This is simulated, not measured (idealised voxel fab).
process module | voxel gate over fins
cross-section cut | 230 nm wide | cells 5 nm
A cross-section is a grid of square cells, given in bands from the top down. A band is one or more rows of cells.
Each band's line starts with the height of the band's top and of its bottom, in nm. Then come its materials from left to right, each with its width in nm. One material with "throughout" fills the band from edge to edge. "air" is empty space.
Height 0 is the level under which the wafer as received is all one material. The lowest band goes on downwards, as in "0 down".
A width such as "30 to 40" changes by the same amount from each row of cells to the next, from the band's top row to its bottom row.
"no change" after a step means that no cell of the cross-section changed.
closed voids: empty space of 8 cells or more with no open way to the top, each as width x height at its distance from the left edge, in nm
after a step's settings: what the simulator itself notes on the step
overlay nm, on a step with a mask: how far to the right of its planned place the mask lay; to the left if negative
plan
1 op RECEIVE | material Si
2 op CONFORMAL_DEP | material SiN | thk nm 10
3 op PATTERN | tone cover | mask id FINS | material resist | width nm 15 | pitch nm 35 | thk nm 15 | overlay nm 0
4 op DIRECTIONAL_ETCH | etch materials SiN | depth nm 10
5 op DIRECTIONAL_ETCH | etch materials Si | depth nm 30
6 op STRIP | etch materials resist
7 op OXIDIZE | depth nm 5
8 op FILL_DEP | material SiO2 | thk nm 15
9 op CMP | height nm 10
10 op SELECTIVE_ETCH | etch materials SiO2 | depth nm 20
11 op STRIP | etch materials SiN
12 op CONFORMAL_DEP | material HfO2 | thk nm 5
13 op CONFORMAL_DEP | material TiN | thk nm 5
14 op CONFORMAL_DEP | material TiAl | thk nm 5
15 op CONFORMAL_DEP | material TiN | thk nm 5
16 op FILL_DEP | material W | thk nm 10
17 op CMP | height nm 25
18 op CONFORMAL_DEP | material SiCN | thk nm 10
varied across the wafers: thk nm of step 15. The plan shows the first wafer's value. All wafers start alike
first wafer as received, after step 1
  0 down: Si throughout
  closed voids: none
first wafer at the end, after step 18
  35 to 25: SiCN throughout
  25 to 20: W throughout
  20 to 15: W 55 | TiN 115 | W 60
  15 to 10: W 55 | TiN 5 | TiAl 105 | TiN 5 | W 60
  10 to 5: TiN 60 | TiAl 5 | TiN 25 | TiAl 10 | TiN 25 | TiAl 10 | TiN 25 | TiAl 5 | TiN 65
  5 to 0: TiAl 65 | TiN 5 | HfO2 15 | TiN 5 | TiAl 10 | TiN 5 | HfO2 15 | TiN 5 | TiAl 10 | TiN 5 | HfO2 15 | TiN 5 | TiAl 70
  0 to -5: TiN 70 | HfO2 5 | Si 5 | HfO2 5 | TiN 20 | HfO2 5 | Si 5 | HfO2 5 | TiN 20 | HfO2 5 | Si 5 | HfO2 5 | TiN 75
  -5 to -10: HfO2 75 | Si 5 | HfO2 30 | Si 5 | HfO2 30 | Si 5 | HfO2 80
  -10 to -35: SiO2 75 | Si 5 | SiO2 30 | Si 5 | SiO2 30 | Si 5 | SiO2 80
  -35 down: Si throughout
  closed voids: none
last wafer at the end
  35 to 25: SiCN throughout
  25 to 15: TiN throughout
  15 to 10: TiN 60 | TiAl 105 | TiN 65
  10 to 5: TiN 60 | TiAl 5 | TiN 25 | TiAl 10 | TiN 25 | TiAl 10 | TiN 25 | TiAl 5 | TiN 65
  5 to 0: TiAl 65 | TiN 5 | HfO2 15 | TiN 5 | TiAl 10 | TiN 5 | HfO2 15 | TiN 5 | TiAl 10 | TiN 5 | HfO2 15 | TiN 5 | TiAl 70
  0 to -5: TiN 70 | HfO2 5 | Si 5 | HfO2 5 | TiN 20 | HfO2 5 | Si 5 | HfO2 5 | TiN 20 | HfO2 5 | Si 5 | HfO2 5 | TiN 75
  -5 to -10: HfO2 75 | Si 5 | HfO2 30 | Si 5 | HfO2 30 | Si 5 | HfO2 80
  -10 to -35: SiO2 75 | Si 5 | SiO2 30 | Si 5 | SiO2 30 | Si 5 | SiO2 80
  -35 down: Si throughout
  closed voids: none
each wafer at the end: cells of each material gained (+) or lost (-) since it was received, then its closed voids
thk nm 5 | +58 HfO2 | -301 Si | +92 SiCN | +215 SiO2 | +58 TiAl | +108 TiN | +92 W | closed voids: none
thk nm 10 | +58 HfO2 | -301 Si | +92 SiCN | +215 SiO2 | +58 TiAl | +158 TiN | +42 W | closed voids: none
thk nm 15 | +58 HfO2 | -301 Si | +92 SiCN | +215 SiO2 | +58 TiAl | +181 TiN | +19 W | closed voids: none
thk nm 20 | +58 HfO2 | -301 Si | +92 SiCN | +215 SiO2 | +58 TiAl | +200 TiN | closed voids: none
